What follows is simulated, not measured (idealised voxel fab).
The following process module bears the name voxel spacer lines.
Square cell edge 5 nm, section width 285 nm, ID cut.
A cross-section in this document is a grid of square cells, and it is written down as bands, the top band listed before the ones below it; a band is made up of one or more rows of cells.
Top, bottom (nm), then materials left to right with widths (nm); lone material tagged "edge to edge" fills the whole band edge to edge; "air" = empty space.
Heights are expressed relative to 0, this being the level below which the as-received wafer comprises one material exclusively. The lowest band is unbounded in the downward direction and is denoted as in "0..down".
A width given as "30..40" starts at the first number in the band's top row and ends at the second number in its bottom row, shifting by an equal amount at every step from row to row.
Step note "no modifications" = no cross-section cell changed.
Enclosed voids (no open way to top), threshold 8 cells or more, entry "Unvented voids", notation width x height at distance, distance from left edge, nm.
after a step's settings: what the simulator itself notes on the step
overlay nm: where the mask lay relative to plan, measured to the right, on steps with a mask; negatives go left.
PLANNED STEP LIST FOR THE PROCESS
1 RECEIVE [material Si]
2 CONFORMAL_DEP [material Al2O3] [thk nm 10]
3 DIRECTIONAL_DEP [material W] [thk nm 10]
4 DIRECTIONAL_DEP [material aC] [thk nm 30]
5 PATTERN [tone cover] [mask id MANDREL] [material resist] [width nm 25] [pitch nm 80] [thk nm 35] [overlay nm 0]
6 DIRECTIONAL_ETCH [etch materials aC] [depth nm 30]
7 STRIP [etch materials resist]
8 CONFORMAL_DEP [material SiO2] [thk nm 15]
9 DIRECTIONAL_ETCH [etch materials SiO2] [depth nm 15]
10 STRIP [etch materials aC]
11 DIRECTIONAL_ETCH [etch materials W] [depth nm 10]
12 STRIP [etch materials SiO2]
CROSS-SECTION: WAFER ON ARRIVAL = AFTER STEP 1
    0..down = Si edge to edge
    Unvented voids: none
BELOW IS THE WAFER IN CROSS-SECTION AFTER THE MODULE WAS COMPLETED. IT BEGAN FROM THE STARTING POINT SHOWN ABOVE AND FOLLOWED THE PLAN SHOWN ABOVE, EXCEPT THAT ONE MISTAKE WAS MADE WHILE RUNNING IT
    20..10 = air 75, W 55, air 25, W 55, air 75
    10..0 = Al2O3 edge to edge
    0..down = Si edge to edge
    Unvented voids: none
Error vs. plan: steps 10 and 11 run out of order (swapped)
